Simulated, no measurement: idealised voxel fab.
Proc. module: voxel gate over fins
Displayed cross-section: cut, width of 255 nm, square cells sized 5 nm.
The cross-sections in this document take the form of a grid made of square cells. They are written out as bands, in order from top to bottom. Each band consists of one or more rows of cells.
Top, bottom (nm), then materials left to right with widths (nm); lone material tagged "edge to edge" fills the whole band edge to edge; "blank" = empty space.
Below 0: as-received wafer, all one material; heights counted from there. Lowest band: no bottom, goes on down, written "0 nm and below".
The two numbers in a width such as "30->40" mark its ends across the band: the first belongs to the top row of cells, the second to the bottom row, and from each row to the next the width moves by the same amount.
"same as before" means the step left every cell of the cross-section as it was.
Entry "closed voids" = empty spaces >= 8 cells with no open way to the top; each as width x height at distance, distance from left edge, all nm.
Whatever follows a step's settings on its line is a remark the simulator itself makes about that step.
You can add "overlay nm" to a step's line. For a step with a mask, it describes how far the mask lay to the right of its planned position, and a negative number describes a lay to the left.
# plan
| 1 | RECEIVE with material Si |
| 2 | CONFORMAL_DEP with material SiN, thk nm 10 |
| 3 | MASKED_ETCH with tone cover, mask id FINS, width nm 15, pitch nm 60, etch materials SiN, depth nm 10, overlay nm 0 |
| 4 | MASKED_ETCH with tone cover, mask id FINS, width nm 15, pitch nm 60, etch materials Si, depth nm 35, overlay nm 0 |
| 5 | OXIDIZE with depth nm 5 |
| 6 | FILL_DEP with material SiO2, thk nm 10 |
| 7 | CMP with height nm 10 |
| 8 | PATTERN with tone open, mask id RAIL, material resist, width nm 15, thk nm 20, overlay nm 0 |
| 9 | DIRECTIONAL_ETCH with etch materials SiO2, depth nm 40 |
| 10 | STRIP with etch materials resist |
| 11 | CONFORMAL_DEP with material TiN, thk nm 5 |
| 12 | FILL_DEP with material Ru, thk nm 5 |
| 13 | CMP with height nm 10 |
| 14 | SELECTIVE_ETCH with etch materials W Ru TiN, depth nm 30 |
| 15 | FILL_DEP with material SiO2, thk nm 5 |
| 16 | CMP with height nm 10 |
| 17 | SELECTIVE_ETCH with etch materials SiO2, depth nm 25 |
| 18 | STRIP with etch materials SiN |
| 19 | CONFORMAL_DEP with material HfO2, thk nm 5 |
| 20 | CONFORMAL_DEP with material TiN, thk nm 5 |
| 21 | FILL_DEP with material W, thk nm 15 |
| 22 | CMP with height nm 20 |
| 23 | CONFORMAL_DEP with material SiCN, thk nm 10 |
# Delivered wafer in cross-section: state after step 1
- 0 nm and below: Si edge to edge
- closed voids: none
# The module was run from the start shown above using the plan shown above, but one mistake was made doing it; the resulting wafer cross-section is below
- 30 nm to 20 nm: SiCN edge to edge
- 20 nm to 15 nm: W 85, TiN 25, W 145
- 15 nm to 10 nm: W 85, TiN 5, HfO2 15, TiN 5, W 145
- 10 nm to 5 nm: W 55, TiN 25, W 5, TiN 5, HfO2 15, TiN 5, W 5, TiN 25, W 35, TiN 25, W 55
- 5 nm to 0 nm: W 55, TiN 5, HfO2 15, TiN 5, W 5, TiN 5, HfO2 15, TiN 5, W 5, TiN 5, HfO2 15, TiN 5, W 35, TiN 5, HfO2 15, TiN 5, W 55
- 0 nm to -5 nm: W 55, TiN 5, HfO2 5, Si 5, HfO2 5, TiN 5, W 5, TiN 5, HfO2 15, TiN 5, W 5, TiN 5, HfO2 5, Si 5, HfO2 5, TiN 5, W 35, TiN 5, HfO2 5, Si 5, HfO2 5, TiN 5, W 55
- -5 nm to -10 nm: TiN 60, HfO2 5, Si 5, HfO2 5, TiN 15, HfO2 15, TiN 15, HfO2 5, Si 5, HfO2 5, TiN 45, HfO2 5, Si 5, HfO2 5, TiN 60
- -10 nm to -15 nm: HfO2 65, Si 5, HfO2 55, Si 5, HfO2 55, Si 5, HfO2 65
- -15 nm to -20 nm: SiO2 65, Si 5, SiO2 25, HfO2 5, SiO2 25, Si 5, SiO2 55, Si 5, SiO2 65
- -20 nm to -25 nm: SiO2 65, Si 5, SiO2 20, TiN 5, HfO2 5, TiN 5, SiO2 20, Si 5, SiO2 55, Si 5, SiO2 65
- -25 nm to -30 nm: SiO2 65, Si 5, SiO2 20, TiN 15, SiO2 20, Si 5, SiO2 55, Si 5, SiO2 65
- -30 nm to -40 nm: SiO2 65, Si 5, SiO2 55, Si 5, SiO2 55, Si 5, SiO2 65
- -40 nm and below: Si edge to edge
- closed voids: none
It is concluded that the wafer was processed incorrectly with respect to the plan, in that heads up, step 12 didn't go per plan, it actually ran as FILL_DEP with material HfO2, thk nm 5
